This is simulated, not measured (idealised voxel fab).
The following process module bears the name voxel gate over fins.
This is section cut - it's 215 nm across, gridded in 5 nm square cells.
Cross-section, as written here: a square-cell grid given band by band from the top down, where a band holds one or more rows of cells.
Look at the band entry: it leads with the top's height and the bottom's height in nm. Then it lists the materials left to right, with a width in nm for each. The word "all across" on a single material says that material fills the band edge to edge. The word "empty" is empty space.
A quick word on heights: they are counted from 0, and under that level the wafer as it came to us is one material throughout. The lowest band is different from the rest in having no bottom; it simply continues downward, written as in "0 nm and below".
The notation "30 to 40" denotes a width that varies across the rows of cells in the band, beginning at the first number in the top row, finishing at the second number in the bottom row, and changing by an identical amount from each row to the next.
"nothing altered" (step): cross-section cells unchanged, all of them.
The entry titled "Closed internal cavities" provides the empty spaces that have no open way to the top, restricted to those of 8 cells or more. Each is presented as width x height at distance, the distance being measured from the left edge, with all three in nm.
Note: text after step settings on the step line = simulator remark on that step.
You can add "overlay nm" to a step's line. For a step with a mask, it describes how far the mask lay to the right of its planned position, and a negative number describes a lay to the left.

### This section lists the process steps that were planned
- 1: RECEIVE with material Si
- 2: CONFORMAL_DEP with material SiN, thk nm 5
- 3: PATTERN with tone cover, mask id FINS, material resist, width nm 15, pitch nm 50, thk nm 20, overlay nm 0
- 4: DIRECTIONAL_ETCH with etch materials SiN, depth nm 5
- 5: DIRECTIONAL_ETCH with etch materials Si, depth nm 40
- 6: STRIP with etch materials resist
- 7: FILL_DEP with material SiO2, thk nm 5
- 8: CMP with height nm 0
- 9: PATTERN with tone open, mask id RAIL, material resist, width nm 15, thk nm 20, overlay nm 0
- 10: DIRECTIONAL_ETCH with etch materials SiO2, depth nm 40
- 11: STRIP with etch materials resist
- 12: CONFORMAL_DEP with material TiN, thk nm 5
- 13: FILL_DEP with material Ru, thk nm 10
- 14: CMP with height nm 5
- 15: SELECTIVE_ETCH with etch materials W Ru TiN, depth nm 25
- 16: FILL_DEP with material SiO2, thk nm 5
- 17: CMP with height nm 5
- 18: SELECTIVE_ETCH with etch materials SiO2, depth nm 15
- 19: STRIP with etch materials SiN
- 20: CONFORMAL_DEP with material HfO2, thk nm 5
- 21: CONFORMAL_DEP with material TiN, thk nm 5
- 22: CONFORMAL_DEP with material TiAl, thk nm 5
- 23: CONFORMAL_DEP with material TiN, thk nm 5
- 24: FILL_DEP with material W, thk nm 10
- 25: CMP with height nm 25
- 26: CONFORMAL_DEP with material SiN, thk nm 5
Same starting wafers, different height nm at step 8. Plan value belongs to the first wafer.

### Cross-section of the first of several wafers as received (after step 1)
> 0 nm and below = Si all across
> Closed internal cavities: none

### Cross-section, first of several wafers, end of module, after last step 26
> 30 nm to 25 nm = SiN all across
> 25 nm to 20 nm = W all across
> 20 nm to 15 nm = W 5 nm; TiN 205 nm; W 5 nm
> 15 nm to 10 nm = W 5 nm; TiN 5 nm; TiAl 45 nm; TiN 5 nm; TiAl 45 nm; TiN 5 nm; TiAl 45 nm; TiN 5 nm; TiAl 45 nm; TiN 5 nm; W 5 nm
> 10 nm to 5 nm = TiN 10 nm; TiAl 5 nm; TiN 35 nm; TiAl 5 nm; TiN 5 nm; TiAl 5 nm; TiN 35 nm; TiAl 5 nm; TiN 5 nm; TiAl 5 nm; TiN 35 nm; TiAl 5 nm; TiN 5 nm; TiAl 5 nm; TiN 35 nm; TiAl 5 nm; TiN 10 nm
> 5 nm to 0 nm = TiAl 15 nm; TiN 5 nm; HfO2 25 nm; TiN 5 nm; TiAl 15 nm; TiN 5 nm; HfO2 25 nm; TiN 5 nm; TiAl 15 nm; TiN 5 nm; HfO2 25 nm; TiN 5 nm; TiAl 15 nm; TiN 5 nm; HfO2 25 nm; TiN 5 nm; TiAl 15 nm
> 0 nm to -5 nm = TiN 20 nm; HfO2 5 nm; Si 15 nm; HfO2 5 nm; TiN 25 nm; HfO2 5 nm; Si 15 nm; HfO2 5 nm; TiN 25 nm; HfO2 5 nm; Si 15 nm; HfO2 5 nm; TiN 25 nm; HfO2 5 nm; Si 15 nm; HfO2 5 nm; TiN 20 nm
> -5 nm to -10 nm = HfO2 25 nm; Si 15 nm; HfO2 35 nm; Si 15 nm; HfO2 35 nm; Si 15 nm; HfO2 35 nm; Si 15 nm; HfO2 25 nm
> -10 nm to -20 nm = SiO2 25 nm; Si 15 nm; SiO2 35 nm; Si 15 nm; SiO2 35 nm; Si 15 nm; SiO2 35 nm; Si 15 nm; SiO2 25 nm
> -20 nm to -35 nm = SiO2 25 nm; Si 15 nm; SiO2 10 nm; TiN 5 nm; Ru 5 nm; TiN 5 nm; SiO2 10 nm; Si 15 nm; SiO2 35 nm; Si 15 nm; SiO2 35 nm; Si 15 nm; SiO2 25 nm
> -35 nm to -40 nm = SiO2 25 nm; Si 15 nm; SiO2 10 nm; TiN 15 nm; SiO2 10 nm; Si 15 nm; SiO2 35 nm; Si 15 nm; SiO2 35 nm; Si 15 nm; SiO2 25 nm
> -40 nm and below = Si all across
> Closed internal cavities: none

### A cross-section through the last wafer at the close of the module
> 30 nm to 25 nm = SiN all across
> 25 nm to 20 nm = W all across
> 20 nm to 15 nm = W 5 nm; TiN 205 nm; W 5 nm
> 15 nm to 10 nm = W 5 nm; TiN 5 nm; TiAl 45 nm; TiN 5 nm; TiAl 45 nm; TiN 5 nm; TiAl 45 nm; TiN 5 nm; TiAl 45 nm; TiN 5 nm; W 5 nm
> 10 nm to 5 nm = TiN 10 nm; TiAl 5 nm; TiN 35 nm; TiAl 5 nm; TiN 5 nm; TiAl 5 nm; TiN 35 nm; TiAl 5 nm; TiN 5 nm; TiAl 5 nm; TiN 35 nm; TiAl 5 nm; TiN 5 nm; TiAl 5 nm; TiN 35 nm; TiAl 5 nm; TiN 10 nm
> 5 nm to 0 nm = TiAl 15 nm; TiN 5 nm; HfO2 25 nm; TiN 5 nm; TiAl 15 nm; TiN 5 nm; HfO2 25 nm; TiN 5 nm; TiAl 15 nm; TiN 5 nm; HfO2 25 nm; TiN 5 nm; TiAl 15 nm; TiN 5 nm; HfO2 25 nm; TiN 5 nm; TiAl 15 nm
> 0 nm to -5 nm = TiN 20 nm; HfO2 5 nm; Si 15 nm; HfO2 5 nm; TiN 25 nm; HfO2 5 nm; Si 15 nm; HfO2 5 nm; TiN 25 nm; HfO2 5 nm; Si 15 nm; HfO2 5 nm; TiN 25 nm; HfO2 5 nm; Si 15 nm; HfO2 5 nm; TiN 20 nm
> -5 nm to -10 nm = HfO2 25 nm; Si 15 nm; HfO2 35 nm; Si 15 nm; HfO2 35 nm; Si 15 nm; HfO2 35 nm; Si 15 nm; HfO2 25 nm
> -10 nm to -20 nm = SiO2 25 nm; Si 15 nm; SiO2 35 nm; Si 15 nm; SiO2 35 nm; Si 15 nm; SiO2 35 nm; Si 15 nm; SiO2 25 nm
> -20 nm to -25 nm = SiO2 25 nm; Si 15 nm; SiO2 10 nm; TiN 5 nm; Ru 5 nm; TiN 5 nm; SiO2 10 nm; Si 15 nm; SiO2 35 nm; Si 15 nm; SiO2 35 nm; Si 15 nm; SiO2 25 nm
> -25 nm to -30 nm = SiO2 25 nm; Si 15 nm; SiO2 10 nm; TiN 15 nm; SiO2 10 nm; Si 15 nm; SiO2 35 nm; Si 15 nm; SiO2 35 nm; Si 15 nm; SiO2 25 nm
> -30 nm to -40 nm = SiO2 25 nm; Si 15 nm; SiO2 35 nm; Si 15 nm; SiO2 35 nm; Si 15 nm; SiO2 35 nm; Si 15 nm; SiO2 25 nm
> -40 nm and below = Si all across
> Closed internal cavities: none

### Table: wafers, a row each; end-of-module cell change per material since receipt, gain (+), loss (-); then closed voids
height nm 0 | +59 HfO2 | +3 Ru | -248 Si | +43 SiN | +174 SiO2 | +59 TiAl | +121 TiN | +47 W | Closed internal cavities: none
height nm 5 | +59 HfO2 | +2 Ru | -248 Si | +43 SiN | +177 SiO2 | +59 TiAl | +119 TiN | +47 W | Closed internal cavities: none
height nm 10 | +59 HfO2 | +1 Ru | -248 Si | +43 SiN | +180 SiO2 | +59 TiAl | +117 TiN | +47 W | Closed internal cavities: none
